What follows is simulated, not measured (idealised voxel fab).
This section sets out a process module, namely voxel wiring stack.
Xsec cut, 215 nm wide, square cell size 5 nm.
How to read a cross-section here: the picture is a grid of square cells, written as bands going from the top down, and any band can span one or more rows of cells. The entry gives the band's vertical extent as a top height and a bottom height in nm, then its horizontal make-up as materials from left to right, each with a width in nm. "air" stands for empty space; a single material marked "everywhere" fills the band edge to edge. Ref level 0: as-received wafer is one material below here. Bottom band extends down with no lower bound ("from 0 down"). The width entry "30 to 40" should be interpreted row by row: the top row of cells in the band takes the first number, the bottom row takes the second number, and the change between adjacent rows is uniform throughout. Any step labelled "remained unchanged" changed none of the cells in the cross-section. Any empty space of 8 cells or more lacking an open way to the top shows up in "Tabulated closed voids" as width x height at distance, distance from the left edge, in nm. On a step's line, text after the settings is the simulator commenting on that step. For masked steps, "overlay nm" on the step line gives how far right of plan the mask actually lay; a minus sign means it lay to the left.

**Steps planned for the process**
1. RECEIVE (material Si)
2. CONFORMAL_DEP (material SiO2; thk nm 15)
3. DIRECTIONAL_DEP (material TiN; thk nm 5)
4. DIRECTIONAL_DEP (material W; thk nm 25)
5. MASKED_ETCH (tone cover; mask id METAL_1; width nm 25; pitch nm 50; etch materials W; depth nm 25; overlay nm 0)
6. MASKED_ETCH (tone cover; mask id METAL_1; width nm 25; pitch nm 50; etch materials TiN; depth nm 5; overlay nm 0)
7. CONFORMAL_DEP (material SiCN; thk nm 5)
8. FILL_DEP (material lowk; thk nm 10)
9. CMP (height nm 45)
10. CONFORMAL_DEP (material SiCN; thk nm 5)
11. DIRECTIONAL_DEP (material lowk; thk nm 10)
12. DIRECTIONAL_DEP (material aC; thk nm 15)
13. PATTERN (tone open; mask id PLUG_1; material resist; width nm 15; pitch nm 50; thk nm 35; overlay nm 0)
14. DIRECTIONAL_ETCH (etch materials aC; depth nm 15)
15. STRIP (etch materials resist)
16. DIRECTIONAL_ETCH (etch materials lowk; depth nm 10)
17. DIRECTIONAL_ETCH (etch materials SiCN; depth nm 5)
18. STRIP (etch materials aC)
19. CONFORMAL_DEP (material TiN; thk nm 5)
20. FILL_DEP (material W; thk nm 5)
21. CMP (height nm 60)
22. DIRECTIONAL_DEP (material TiN; thk nm 5)
23. DIRECTIONAL_DEP (material W; thk nm 15)
24. MASKED_ETCH (tone cover; mask id METAL_2; width nm 25; pitch nm 50; etch materials W; depth nm 15; overlay nm 0)
25. MASKED_ETCH (tone cover; mask id METAL_2; width nm 25; pitch nm 50; etch materials TiN; depth nm 5; overlay nm 0)
26. CONFORMAL_DEP (material SiN; thk nm 5)
27. FILL_DEP (material SiO2; thk nm 5)
28. CMP (height nm 80)
29. CONFORMAL_DEP (material SiCN; thk nm 5)
30. DIRECTIONAL_DEP (material SiO2; thk nm 25)
31. DIRECTIONAL_DEP (material aC; thk nm 15)
32. PATTERN (tone open; mask id METAL_3; material resist; width nm 25; pitch nm 50; thk nm 30; overlay nm 0)
33. DIRECTIONAL_ETCH (etch materials aC; depth nm 15)
34. STRIP (etch materials resist)
35. DIRECTIONAL_ETCH (etch materials SiO2; depth nm 15)
36. STRIP (etch materials aC)
37. PATTERN (tone open; mask id METAL_3_HOLES; material resist; width nm 15; thk nm 20; overlay nm 0)
38. DIRECTIONAL_ETCH (etch materials SiO2; depth nm 10)
39. DIRECTIONAL_ETCH (etch materials SiCN; depth nm 5)
40. STRIP (etch materials resist)
41. CONFORMAL_DEP (material TiN; thk nm 5)
42. FILL_DEP (material Ru; thk nm 10)
43. CMP (height nm 110)
44. CONFORMAL_DEP (material SiN; thk nm 5)

**Wafer cross-section on receipt, i.e. after step 1**
from 0 down | Si everywhere
Tabulated closed voids: none

**first wafer at the end, as planned**
from 115 to 110 | SiN everywhere
from 110 to 100 | 70 nm SiO2  5 nm TiN  15 nm Ru  5 nm TiN  25 nm SiO2  5 nm TiN  15 nm Ru  5 nm TiN  70 nm SiO2
from 100 to 95 | 70 nm SiO2  5 nm TiN  5 nm Ru  15 nm TiN  25 nm SiO2  25 nm TiN  70 nm SiO2
from 95 to 85 | 70 nm SiO2  5 nm TiN  5 nm Ru  5 nm TiN  130 nm SiO2
from 85 to 80 | 70 nm SiCN  15 nm TiN  130 nm SiCN
from 80 to 65 | 65 nm SiO2  5 nm SiN  25 nm W  5 nm SiN  15 nm SiO2  5 nm SiN  25 nm W  5 nm SiN  65 nm SiO2
from 65 to 60 | 70 nm SiN  25 nm TiN  25 nm SiN  25 nm TiN  70 nm SiN
from 60 to 50 | 70 nm lowk  5 nm TiN  5 nm W  5 nm TiN  35 nm lowk  5 nm TiN  5 nm W  5 nm TiN  80 nm lowk
from 50 to 45 | 70 nm SiCN  15 nm TiN  35 nm SiCN  15 nm TiN  80 nm SiCN
from 45 to 20 | 65 nm lowk  5 nm SiCN  25 nm W  5 nm SiCN  15 nm lowk  5 nm SiCN  25 nm W  5 nm SiCN  65 nm lowk
from 20 to 15 | 70 nm SiCN  25 nm TiN  25 nm SiCN  25 nm TiN  70 nm SiCN
from 15 to 0 | SiO2 everywhere
from 0 down | Si everywhere
Tabulated closed voids: none

**The second wafer, shown in cross-section after the module: started the same way as the first and given the same plan, yet one mistake crept into how it was run**
from 115 to 110 | SiN everywhere
from 110 to 100 | 70 nm SiO2  5 nm TiN  15 nm Ru  5 nm TiN  25 nm SiO2  5 nm TiN  15 nm Ru  5 nm TiN  70 nm SiO2
from 100 to 95 | 70 nm SiO2  5 nm TiN  5 nm Ru  15 nm TiN  25 nm SiO2  25 nm TiN  70 nm SiO2
from 95 to 85 | 70 nm SiO2  5 nm TiN  5 nm Ru  5 nm TiN  130 nm SiO2
from 85 to 80 | 70 nm SiCN  15 nm TiN  130 nm SiCN
from 80 to 65 | 65 nm SiO2  5 nm SiN  25 nm W  5 nm SiN  15 nm SiO2  5 nm SiN  25 nm W  5 nm SiN  65 nm SiO2
from 65 to 60 | 70 nm SiN  25 nm TiN  25 nm SiN  25 nm TiN  70 nm SiN
from 60 to 50 | 70 nm lowk  5 nm TiN  5 nm W  5 nm TiN  35 nm lowk  5 nm TiN  5 nm W  5 nm TiN  80 nm lowk
from 50 to 45 | 70 nm SiCN  15 nm TiN  35 nm SiCN  15 nm TiN  80 nm SiCN
from 45 to 35 | 65 nm lowk  5 nm SiCN  25 nm W  5 nm SiCN  15 nm lowk  5 nm SiCN  25 nm W  5 nm SiCN  65 nm lowk
from 35 to 30 | 70 nm SiCN  25 nm TiN  25 nm SiCN  25 nm TiN  70 nm SiCN
from 30 to 0 | SiO2 everywhere
from 0 down | Si everywhere
Tabulated closed voids: none
In executing the process, a mistake was made relative to the plan: step 2 of the plan saw execution twice
Bottom line after processing is that, in cells, the second wafer is up or down on some materials versus the first: SiCN: 12 fewer; SiO2: 129 more; W: 30 fewer; lowk: 87 fewer
